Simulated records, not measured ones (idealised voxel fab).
The process module that follows is named voxel released beams.
Cross-section cut spans 250 nm and uses square cells 5 nm in size.
This document writes a cross-section as a grid whose cells are square, and gives it as bands, listed from the top down; one or more rows of cells form a band.
Basically the band line says how high the top is and how high the bottom is, in nm, and then what's in it from left to right, every material with its width in nm. Empty space shows up as "air", and if a single material carries "everywhere" it runs the full band edge to edge.
Note: height 0 marks the level under which the wafer is uniformly one material as received. Lowest band unbounded below, written "z 0 and below".
A two-number width, for instance "30..40", indicates that the width is equal to the first number in the top row of the band and to the second number in the bottom row, and that it changes by a constant amount per row of cells.
For the purposes of this document, the phrase "same as before" attached to a step denotes that no cell within the cross-section was modified by that step.
Sealed-off cavities: empty space of 8 cells or more with no open way to the top, each as width x height at its distance from the left edge, in nm
Heads up: the bit after the settings on a step's line is the simulator's remark on that step.
Among the settings permitted on a step's line is "overlay nm"; applied to a step with a mask, it specifies the extent to which the mask lay to the right of its planned position, whereas a negative figure signifies a position to the left.

[These are the steps we planned for the process]
1) RECEIVE [material Si]
2) CONFORMAL_DEP [material SiN] [thk nm 5]
3) DIRECTIONAL_DEP [material SiO2] [thk nm 10]
4) PATTERN [tone open] [mask id ANCHOR] [material resist] [width nm 25] [thk nm 15] [overlay nm 0]
5) DIRECTIONAL_ETCH [etch materials SiO2] [depth nm 10]
6) STRIP [etch materials resist]
7) CONFORMAL_DEP [material W] [thk nm 10]
8) DIRECTIONAL_DEP [material aC] [thk nm 10]
9) PATTERN [tone cover] [mask id BEAM] [material resist] [width nm 70] [thk nm 25] [overlay nm 0]
10) DIRECTIONAL_ETCH [etch materials aC] [depth nm 10]
11) STRIP [etch materials resist]
12) DIRECTIONAL_ETCH [etch materials W] [depth nm 10]
13) STRIP [etch materials aC]
14) STRIP [etch materials SiO2]

[The first of two wafers, run as planned]

[Wafer cross-section on receipt, i.e. after step 1]
- z 0 and below  Si everywhere
- Sealed-off cavities: none

[Cross-section through the wafer, step 2 finished]
- z 5 to 0  SiN everywhere
- Beneath the level 0, the cross-section is identical to its previous state.

[Cross-section through the wafer, step 3 finished]
- z 15 to 5  SiO2 everywhere
- Beneath the level 5, the cross-section is identical to its previous state.

[Cross-section through the wafer, step 4 finished]
- z 30 to 15  resist 90 | air 25 | resist 135
- Beneath the level 15, the cross-section is identical to its previous state.

[Cross-section through the wafer, step 5 finished]
- z 30 to 15  resist 90 | air 25 | resist 135
- z 15 to 5  SiO2 90 | air 25 | SiO2 135
- Beneath the level 5, the cross-section is identical to its previous state.

[Cross-section through the wafer, step 6 finished]
- z 15 to 5  SiO2 90 | air 25 | SiO2 135
- Beneath the level 5, the cross-section is identical to its previous state.

[Cross-section through the wafer, step 7 finished]
- z 25 to 15  W 100 | air 5 | W 145
- z 15 to 5  SiO2 90 | W 25 | SiO2 135
- Beneath the level 5, the cross-section is identical to its previous state.

[Cross-section through the wafer, step 8 finished]
- z 35 to 25  aC 100 | air 5 | aC 145
- z 25 to 15  W 100 | aC 5 | W 145
- Beneath the level 15, the cross-section is identical to its previous state.

[Cross-section through the wafer, step 9 finished]
- z 60 to 35  air 85 | resist 70 | air 95
- z 35 to 25  aC 100 | resist 5 | aC 145
- Beneath the level 25, the cross-section is identical to its previous state.

[Cross-section through the wafer, step 10 finished]
- z 50 to 35  air 85 | resist 70 | air 95
- z 35 to 25  air 85 | aC 15 | resist 5 | aC 50 | air 95
- Beneath the level 25, the cross-section is identical to its previous state.

[Cross-section through the wafer, step 11 finished]
- z 35 to 25  air 85 | aC 15 | air 5 | aC 50 | air 95
- Beneath the level 25, the cross-section is identical to its previous state.

[Cross-section through the wafer, step 12 finished]
- z 35 to 25  air 85 | aC 15 | air 5 | aC 50 | air 95
- z 25 to 15  air 85 | W 15 | aC 5 | W 50 | air 95
- Beneath the level 15, the cross-section is identical to its previous state.

[Cross-section through the wafer, step 13 finished]
- z 25 to 15  air 85 | W 15 | air 5 | W 50 | air 95
- Beneath the level 15, the cross-section is identical to its previous state.

[Cross-section through the wafer, step 14 finished]
- z 25 to 15  air 85 | W 15 | air 5 | W 50 | air 95
- z 15 to 5  air 90 | W 25 | air 135
- Beneath the level 5, the cross-section is identical to its previous state.

[Wafer two. Same start, same plan, one slip in execution. Same as wafer one through step 1, inclusive]

[when step 2 should have ended]
- z 5 to 0  W everywhere
- Beneath the level 0, the cross-section is identical to its previous state.

[when step 3 should have ended]
- z 15 to 5  SiO2 everywhere
- Beneath the level 5, the cross-section is identical to its previous state.

[when step 4 should have ended]
- z 30 to 15  resist 90 | air 25 | resist 135
- Beneath the level 15, the cross-section is identical to its previous state.

[when step 5 should have ended]
- z 30 to 15  resist 90 | air 25 | resist 135
- z 15 to 5  SiO2 90 | air 25 | SiO2 135
- Beneath the level 5, the cross-section is identical to its previous state.

[when step 6 should have ended]
- z 15 to 5  SiO2 90 | air 25 | SiO2 135
- Beneath the level 5, the cross-section is identical to its previous state.

[when step 7 should have ended]
- z 25 to 15  W 100 | air 5 | W 145
- z 15 to 5  SiO2 90 | W 25 | SiO2 135
- Beneath the level 5, the cross-section is identical to its previous state.

[when step 8 should have ended]
- z 35 to 25  aC 100 | air 5 | aC 145
- z 25 to 15  W 100 | aC 5 | W 145
- Beneath the level 15, the cross-section is identical to its previous state.

[when step 9 should have ended]
- z 60 to 35  air 85 | resist 70 | air 95
- z 35 to 25  aC 100 | resist 5 | aC 145
- Beneath the level 25, the cross-section is identical to its previous state.

[when step 10 should have ended]
- z 50 to 35  air 85 | resist 70 | air 95
- z 35 to 25  air 85 | aC 15 | resist 5 | aC 50 | air 95
- Beneath the level 25, the cross-section is identical to its previous state.

[when step 11 should have ended]
- z 35 to 25  air 85 | aC 15 | air 5 | aC 50 | air 95
- Beneath the level 25, the cross-section is identical to its previous state.

[when step 12 should have ended]
- z 35 to 25  air 85 | aC 15 | air 5 | aC 50 | air 95
- z 25 to 15  air 85 | W 15 | aC 5 | W 50 | air 95
- Beneath the level 15, the cross-section is identical to its previous state.

[when step 13 should have ended]
- z 25 to 15  air 85 | W 15 | air 5 | W 50 | air 95
- Beneath the level 15, the cross-section is identical to its previous state.

[when step 14 should have ended]
- z 25 to 15  air 85 | W 15 | air 5 | W 50 | air 95
- z 15 to 5  air 90 | W 25 | air 135
- Beneath the level 5, the cross-section is identical to its previous state.
Against the plan, the run slipped here: rather than as planned, step 2 actually ran as CONFORMAL_DEP [material W] [thk nm 5]
Looking at both finished wafers in cells, the second ends up ahead of or behind the first on some materials: 50 fewer of SiN | 50 more of W
